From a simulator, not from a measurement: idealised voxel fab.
The document below concerns the process module designated voxel ribs on slabs.
Xsec cut, 265 nm wide, square cell size 5 nm.
Cross-section spec: square-cell grid; bands listed top down; each band is one or more rows. Band entry format. Leading values: height of top, height of bottom, nm. Remainder: materials in left-to-right order, each with its width in nm. Special words: "all across" on a single material, which then fills the band edge to edge; "empty", empty space. Measure heights from 0. That's the level where, below it, the as-received wafer is all one material. The lowest band is bottomless and extends downward; write it as in "from 0 down". Think of "30->40" as a width that walks from the first number to the second as you go down the band, top row to bottom row, taking equal-sized steps from row to row. A step reported as "stayed the same" is a step in which no cell of the cross-section changed. Reported under the label "Closed internal voids" are the empty spaces having no open way to the top and comprising 8 cells or more; the notation for each is width x height at distance, in which the distance is measured from the left edge and all three values are in nm. Whatever follows a step's settings on its line is a remark the simulator itself makes about that step. overlay nm: mask right of planned place by this much (step with mask). Neg. = left.
The steps planned for the process are as follows:
| 1 | RECEIVE | material Si |
| 2 | DIRECTIONAL_DEP | material SiO2 | thk nm 25 |
| 3 | DIRECTIONAL_DEP | material SiN | thk nm 20 |
| 4 | MASKED_ETCH | tone cover | mask id RIB | width nm 20 | etch materials SiN | depth nm 15 | overlay nm 0 |
| 5 | PATTERN | tone cover | mask id SLAB | material resist | width nm 60 | thk nm 15 | overlay nm 0 |
| 6 | DIRECTIONAL_ETCH | etch materials SiN | depth nm 5 |
| 7 | STRIP | etch materials resist |
| 8 | FILL_DEP | material SiO2 | thk nm 30 |
| 9 | CMP | height nm 65 |
| 10 | DIRECTIONAL_DEP | material W | thk nm 10 |
| 11 | PATTERN | tone cover | mask id HEATER | material resist | width nm 30 | thk nm 20 | overlay nm 0 |
| 12 | DIRECTIONAL_ETCH | etch materials W | depth nm 10 |
| 13 | STRIP | etch materials resist |
| 14 | CONFORMAL_DEP | material SiO2 | thk nm 10 |
The cross-section here shows the wafer as received, i.e. in its state after step 1:
* from 0 down = Si all across
* Closed internal voids: none
A wafer at the end: this start, this plan, one mistake:
* from 85 to 75 = empty (105), then SiO2 (50), then empty (110)
* from 75 to 65 = SiO2 (115), then W (30), then SiO2 (120)
* from 65 to 45 = SiO2 all across
* from 45 to 30 = SiO2 (130), then SiN (20), then SiO2 (115)
* from 30 to 25 = SiO2 (100), then SiN (60), then SiO2 (105)
* from 25 to 0 = SiO2 all across
* from 0 down = Si all across
* Closed internal voids: none
Where did the run depart from the plan? contrary to plan, step 4 was performed as MASKED_ETCH | tone cover | mask id RIB | width nm 20 | etch materials SiN | depth nm 15 | overlay nm 10
